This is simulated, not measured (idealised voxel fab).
Documented hereafter: the process module known as voxel self aligned vias.
We display cut, a cross-section 205 nm in width whose square cells are each 5 nm.
Reading order for cross-sections: top band down to bottom band. Underlying form: a grid of square cells. Band size: one or more rows of cells.
Band: top and bottom heights (nm) first, top before bottom; then materials from left to right, widths in nm. "edge to edge" marks a sole material filling the band edge to edge. "empty" denotes empty space.
Ref level 0: as-received wafer is one material below here. Bottom band extends down with no lower bound ("top 0, no bottom").
Width spec "30..40" -> top row of cells at first value, bottom row at second value, equal per-row change in between.
"all unchanged" (step): cross-section cells unchanged, all of them.
Heads up: "Unvented internal voids" only lists the empty pockets with no open path to the top that are 8 cells or more, and it writes them as width x height at distance, distance from the left edge, in nm.
Whatever follows a step's settings on its line is a remark the simulator itself makes about that step.
When a step includes a mask, the "overlay nm" setting on its line states how far to the right of its planned place that mask lay, and negative values state how far to the left.

STEPS IN THE PROCESS PLAN
1,RECEIVE with material Si
2,CONFORMAL_DEP with material SiO2, thk nm 10
3,CONFORMAL_DEP with material SiCN, thk nm 5
4,DIRECTIONAL_DEP with material lowk, thk nm 20
5,PATTERN with tone open, mask id LINES, material resist, width nm 25, pitch nm 65, thk nm 20, overlay nm 0
6,DIRECTIONAL_ETCH with etch materials lowk, depth nm 20
7,STRIP with etch materials resist
8,CONFORMAL_DEP with material TiN, thk nm 5
9,FILL_DEP with material Ru, thk nm 5
10,CMP with height nm 35
11,SELECTIVE_ETCH with etch materials W Ru TiN, depth nm 10
12,FILL_DEP with material SiN, thk nm 5
13,CMP with height nm 35
14,DIRECTIONAL_DEP with material lowk, thk nm 15
15,DIRECTIONAL_DEP with material aC, thk nm 10
16,PATTERN with tone open, mask id VIAS, material resist, width nm 45, thk nm 25, overlay nm 0
17,DIRECTIONAL_ETCH with etch materials aC, depth nm 10
18,STRIP with etch materials resist
19,DIRECTIONAL_ETCH with etch materials lowk, depth nm 15
20,DIRECTIONAL_ETCH with etch materials SiN, depth nm 10
21,STRIP with etch materials aC
22,CONFORMAL_DEP with material TiN, thk nm 5
23,FILL_DEP with material Cu, thk nm 5
24,CMP with height nm 50
25,CONFORMAL_DEP with material SiN, thk nm 5

FIRST WAFER, TWO IN TOTAL, RUN AS PLANNED

THE CROSS-SECTION HERE SHOWS THE WAFER AS RECEIVED, I.E. IN ITS STATE AFTER STEP 1
  top 0, no bottom  Si edge to edge
  Unvented internal voids: none

YOU'RE LOOKING AT A CROSS-SECTION OF THE WAFER AFTER STEP 2
  top 10, bottom 0  SiO2 edge to edge
  Note: structure below 0 unchanged.

YOU'RE LOOKING AT A CROSS-SECTION OF THE WAFER AFTER STEP 3
  top 15, bottom 10  SiCN edge to edge
  Note: structure below 10 unchanged.

YOU'RE LOOKING AT A CROSS-SECTION OF THE WAFER AFTER STEP 4
  top 35, bottom 15  lowk edge to edge
  Note: structure below 15 unchanged.

YOU'RE LOOKING AT A CROSS-SECTION OF THE WAFER AFTER STEP 5
  top 55, bottom 35  resist 55, then empty 25, then resist 40, then empty 25, then resist 60
  Note: structure below 35 unchanged.

YOU'RE LOOKING AT A CROSS-SECTION OF THE WAFER AFTER STEP 6
  top 55, bottom 35  resist 55, then empty 25, then resist 40, then empty 25, then resist 60
  top 35, bottom 15  lowk 55, then empty 25, then lowk 40, then empty 25, then lowk 60
  Note: structure below 15 unchanged.

YOU'RE LOOKING AT A CROSS-SECTION OF THE WAFER AFTER STEP 7
  top 35, bottom 15  lowk 55, then empty 25, then lowk 40, then empty 25, then lowk 60
  Note: structure below 15 unchanged.

YOU'RE LOOKING AT A CROSS-SECTION OF THE WAFER AFTER STEP 8
  top 40, bottom 35  TiN 60, then empty 15, then TiN 50, then empty 15, then TiN 65
  top 35, bottom 20  lowk 55, then TiN 5, then empty 15, then TiN 5, then lowk 40, then TiN 5, then empty 15, then TiN 5, then lowk 60
  top 20, bottom 15  lowk 55, then TiN 25, then lowk 40, then TiN 25, then lowk 60
  Note: structure below 15 unchanged.

YOU'RE LOOKING AT A CROSS-SECTION OF THE WAFER AFTER STEP 9
  top 45, bottom 40  Ru edge to edge
  top 40, bottom 35  TiN 60, then Ru 15, then TiN 50, then Ru 15, then TiN 65
  top 35, bottom 20  lowk 55, then TiN 5, then Ru 15, then TiN 5, then lowk 40, then TiN 5, then Ru 15, then TiN 5, then lowk 60
  Note: structure below 20 unchanged.

YOU'RE LOOKING AT A CROSS-SECTION OF THE WAFER AFTER STEP 10
  top 35, bottom 20  lowk 55, then TiN 5, then Ru 15, then TiN 5, then lowk 40, then TiN 5, then Ru 15, then TiN 5, then lowk 60
  Note: structure below 20 unchanged.

YOU'RE LOOKING AT A CROSS-SECTION OF THE WAFER AFTER STEP 11
  top 35, bottom 25  lowk 55, then empty 25, then lowk 40, then empty 25, then lowk 60
  Note: structure below 25 unchanged.

YOU'RE LOOKING AT A CROSS-SECTION OF THE WAFER AFTER STEP 12
  top 40, bottom 35  SiN edge to edge
  top 35, bottom 25  lowk 55, then SiN 25, then lowk 40, then SiN 25, then lowk 60
  Note: structure below 25 unchanged.

YOU'RE LOOKING AT A CROSS-SECTION OF THE WAFER AFTER STEP 13
  top 35, bottom 25  lowk 55, then SiN 25, then lowk 40, then SiN 25, then lowk 60
  Note: structure below 25 unchanged.

YOU'RE LOOKING AT A CROSS-SECTION OF THE WAFER AFTER STEP 14
  top 50, bottom 35  lowk edge to edge
  Note: structure below 35 unchanged.

YOU'RE LOOKING AT A CROSS-SECTION OF THE WAFER AFTER STEP 15
  top 60, bottom 50  aC edge to edge
  Note: structure below 50 unchanged.

YOU'RE LOOKING AT A CROSS-SECTION OF THE WAFER AFTER STEP 16
  top 85, bottom 60  resist 45, then empty 45, then resist 115
  Note: structure below 60 unchanged.

YOU'RE LOOKING AT A CROSS-SECTION OF THE WAFER AFTER STEP 17
  top 75, bottom 60  resist 45, then empty 45, then resist 115
  top 60, bottom 50  aC 45, then empty 45, then aC 115
  Note: structure below 50 unchanged.

YOU'RE LOOKING AT A CROSS-SECTION OF THE WAFER AFTER STEP 18
  top 60, bottom 50  aC 45, then empty 45, then aC 115
  Note: structure below 50 unchanged.

YOU'RE LOOKING AT A CROSS-SECTION OF THE WAFER AFTER STEP 19
  top 60, bottom 50  aC 45, then empty 45, then aC 115
  top 50, bottom 35  lowk 45, then empty 45, then lowk 115
  Note: structure below 35 unchanged.

YOU'RE LOOKING AT A CROSS-SECTION OF THE WAFER AFTER STEP 20
  top 60, bottom 50  aC 45, then empty 45, then aC 115
  top 50, bottom 35  lowk 45, then empty 45, then lowk 115
  top 35, bottom 25  lowk 55, then empty 25, then lowk 40, then SiN 25, then lowk 60
  Note: structure below 25 unchanged.

YOU'RE LOOKING AT A CROSS-SECTION OF THE WAFER AFTER STEP 21
  top 50, bottom 35  lowk 45, then empty 45, then lowk 115
  Note: structure below 35 unchanged.

YOU'RE LOOKING AT A CROSS-SECTION OF THE WAFER AFTER STEP 22
  top 55, bottom 50  TiN 50, then empty 35, then TiN 120
  top 50, bottom 40  lowk 45, then TiN 5, then empty 35, then TiN 5, then lowk 115
  top 40, bottom 35  lowk 45, then TiN 15, then empty 15, then TiN 15, then lowk 115
  top 35, bottom 30  lowk 55, then TiN 5, then empty 15, then TiN 5, then lowk 40, then SiN 25, then lowk 60
  top 30, bottom 25  lowk 55, then TiN 25, then lowk 40, then SiN 25, then lowk 60
  Note: structure below 25 unchanged.

YOU'RE LOOKING AT A CROSS-SECTION OF THE WAFER AFTER STEP 23
  top 60, bottom 55  Cu edge to edge
  top 55, bottom 50  TiN 50, then Cu 35, then TiN 120
  top 50, bottom 40  lowk 45, then TiN 5, then Cu 35, then TiN 5, then lowk 115
  top 40, bottom 35  lowk 45, then TiN 15, then Cu 15, then TiN 15, then lowk 115
  top 35, bottom 30  lowk 55, then TiN 5, then Cu 15, then TiN 5, then lowk 40, then SiN 25, then lowk 60
  Note: structure below 30 unchanged.

YOU'RE LOOKING AT A CROSS-SECTION OF THE WAFER AFTER STEP 24
  top 50, bottom 40  lowk 45, then TiN 5, then Cu 35, then TiN 5, then lowk 115
  Note: structure below 40 unchanged.

YOU'RE LOOKING AT A CROSS-SECTION OF THE WAFER AFTER STEP 25
  top 55, bottom 50  SiN edge to edge
  Note: structure below 50 unchanged.

SECOND WAFER. START AND PLAN AS FOR THE FIRST. ONE MISTAKE MADE IN RUNNING. AGREES WITH THE FIRST UP TO AND INCLUDING STEP 22

HERE IS THE SECOND WAFER IN CROSS-SECTION AT THE POINT WHERE STEP 23 OF THE PLAN SHOULD HAVE BEEN DONE
  top 60, bottom 55  SiN edge to edge
  top 55, bottom 50  TiN 50, then SiN 35, then TiN 120
  top 50, bottom 40  lowk 45, then TiN 5, then SiN 35, then TiN 5, then lowk 115
  top 40, bottom 35  lowk 45, then TiN 15, then SiN 15, then TiN 15, then lowk 115
  top 35, bottom 30  lowk 55, then TiN 5, then SiN 15, then TiN 5, then lowk 40, then SiN 25, then lowk 60
  Note: structure below 30 unchanged.

HERE IS THE SECOND WAFER IN CROSS-SECTION AT THE POINT WHERE STEP 24 OF THE PLAN SHOULD HAVE BEEN DONE
  top 50, bottom 40  lowk 45, then TiN 5, then SiN 35, then TiN 5, then lowk 115
  Note: structure below 40 unchanged.

HERE IS THE SECOND WAFER IN CROSS-SECTION AT THE POINT WHERE STEP 25 OF THE PLAN SHOULD HAVE BEEN DONE
  top 55, bottom 50  SiN edge to edge
  Note: structure below 50 unchanged.
So what did we get wrong on this run? planned and actual differ for step 23; actual: FILL_DEP with material SiN, thk nm 5
In the final state, the cell counts of the second wafer exceed or fall short of those of the first for the following materials: Cu: 20 fewer, SiN: 20 more
